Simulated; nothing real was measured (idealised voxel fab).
Herein follows the process module entitled voxel ribs on slabs.
Section cut is 290 nm wide and gridded with 5 nm square cells.
Each cross-section below is a grid of square cells, stated as bands in top-down order, with one or more rows of cells making up each band. Look at the band entry: it leads with the top's height and the bottom's height in nm. Then it lists the materials left to right, with a width in nm for each. The word "throughout" on a single material says that material fills the band edge to edge. The word "air" is empty space. Height reference: 0 = level under which incoming wafer is all one material. Lowest band: no bottom, runs on downward, e.g. "from 0 down". The expression "30->40" gives the width at the extremes of the band, the first number at its top row of cells and the second at its bottom row, with the width changing by equal amounts from each row to the next in between. Key: "left unchanged" - step with no changed cell in the cross-section. "Enclosed cavities" - sealed voids, min. 8 cells, no opening to top; format: width x height at distance (distance from left edge; nm throughout). Heads up: the bit after the settings on a step's line is the simulator's remark on that step. A step's line can hold "overlay nm"; with a mask on that step, the setting says how far right of the planned place the mask lay, while a negative setting says it lay to the left.
## Process steps foreseen in the plan
1) RECEIVE | material Si
2) DIRECTIONAL_DEP | material SiO2 | thk nm 25
3) DIRECTIONAL_DEP | material polySi | thk nm 20
4) PATTERN | tone cover | mask id RIB | material resist | width nm 20 | thk nm 15 | overlay nm 0
5) DIRECTIONAL_ETCH | etch materials polySi | depth nm 15
6) STRIP | etch materials resist
7) PATTERN | tone cover | mask id SLAB | material resist | width nm 80 | thk nm 15 | overlay nm 0
8) DIRECTIONAL_ETCH | etch materials polySi | depth nm 5
9) STRIP | etch materials resist
10) FILL_DEP | material SiO2 | thk nm 15
11) CMP | height nm 55
12) DIRECTIONAL_DEP | material W | thk nm 10
13) MASKED_ETCH | tone cover | mask id HEATER | width nm 30 | etch materials W | depth nm 10 | overlay nm 0
14) CONFORMAL_DEP | material SiN | thk nm 5
## So, the first of our two wafers, run just as we planned it
## Incoming wafer in cross-section (state: after step 1)
* from 0 down  Si throughout
* Enclosed cavities: none
## Wafer xsec, post step 2
* from 25 to 0  SiO2 throughout
* Below 0 it's all the same as before, nothing changed down there.
## Wafer xsec, post step 3
* from 45 to 25  polySi throughout
* Below 25 it's all the same as before, nothing changed down there.
## Wafer xsec, post step 4
* from 60 to 45  air 135, then resist 20, then air 135
* Below 45 it's all the same as before, nothing changed down there.
## Wafer xsec, post step 5
* from 60 to 45  air 135, then resist 20, then air 135
* from 45 to 30  air 135, then polySi 20, then air 135
* Below 30 it's all the same as before, nothing changed down there.
## Wafer xsec, post step 6
* from 45 to 30  air 135, then polySi 20, then air 135
* Below 30 it's all the same as before, nothing changed down there.
## Wafer xsec, post step 7
* from 60 to 45  air 105, then resist 80, then air 105
* from 45 to 30  air 105, then resist 30, then polySi 20, then resist 30, then air 105
* Below 30 it's all the same as before, nothing changed down there.
## Wafer xsec, post step 8
* from 60 to 45  air 105, then resist 80, then air 105
* from 45 to 30  air 105, then resist 30, then polySi 20, then resist 30, then air 105
* from 30 to 25  air 105, then polySi 80, then air 105
* Below 25 it's all the same as before, nothing changed down there.
## Wafer xsec, post step 9
* from 45 to 30  air 135, then polySi 20, then air 135
* Below 30 it's all the same as before, nothing changed down there.
## Wafer xsec, post step 10
* from 60 to 45  SiO2 throughout
* from 45 to 30  SiO2 135, then polySi 20, then SiO2 135
* from 30 to 25  SiO2 105, then polySi 80, then SiO2 105
* Below 25 it's all the same as before, nothing changed down there.
## Wafer xsec, post step 11
* from 55 to 45  SiO2 throughout
* Below 45 it's all the same as before, nothing changed down there.
## Wafer xsec, post step 12
* from 65 to 55  W throughout
* Below 55 it's all the same as before, nothing changed down there.
## Wafer xsec, post step 13
* from 65 to 55  air 130, then W 30, then air 130
* Below 55 it's all the same as before, nothing changed down there.
## Wafer xsec, post step 14
* from 70 to 65  air 125, then SiN 40, then air 125
* from 65 to 60  air 125, then SiN 5, then W 30, then SiN 5, then air 125
* from 60 to 55  SiN 130, then W 30, then SiN 130
* Below 55 it's all the same as before, nothing changed down there.
## Wafer two. Same start, same plan, one slip in execution. Same as wafer one through step 9, inclusive
## Second wafer at the planned finish of step 10, seen in cross-section
* from 60 to 45  SiN throughout
* from 45 to 30  SiN 135, then polySi 20, then SiN 135
* from 30 to 25  SiN 105, then polySi 80, then SiN 105
* Below 25 it's all the same as before, nothing changed down there.
## Second wafer at the planned finish of step 11, seen in cross-section
* from 55 to 45  SiN throughout
* Below 45 it's all the same as before, nothing changed down there.
## Second wafer at the planned finish of step 12, seen in cross-section
* from 65 to 55  W throughout
* Below 55 it's all the same as before, nothing changed down there.
## Second wafer at the planned finish of step 13, seen in cross-section
* from 65 to 55  air 130, then W 30, then air 130
* Below 55 it's all the same as before, nothing changed down there.
## Second wafer at the planned finish of step 14, seen in cross-section
* from 70 to 65  air 125, then SiN 40, then air 125
* from 65 to 60  air 125, then SiN 5, then W 30, then SiN 5, then air 125
* from 60 to 55  SiN 130, then W 30, then SiN 130
* Below 55 it's all the same as before, nothing changed down there.
Deviation from plan: step 10 did not happen as planned, as run it was FILL_DEP | material SiN | thk nm 15
Wrapping up, a cell-based count of both wafers puts the second over or under the first for these materials: +320 SiN, -320 SiO2
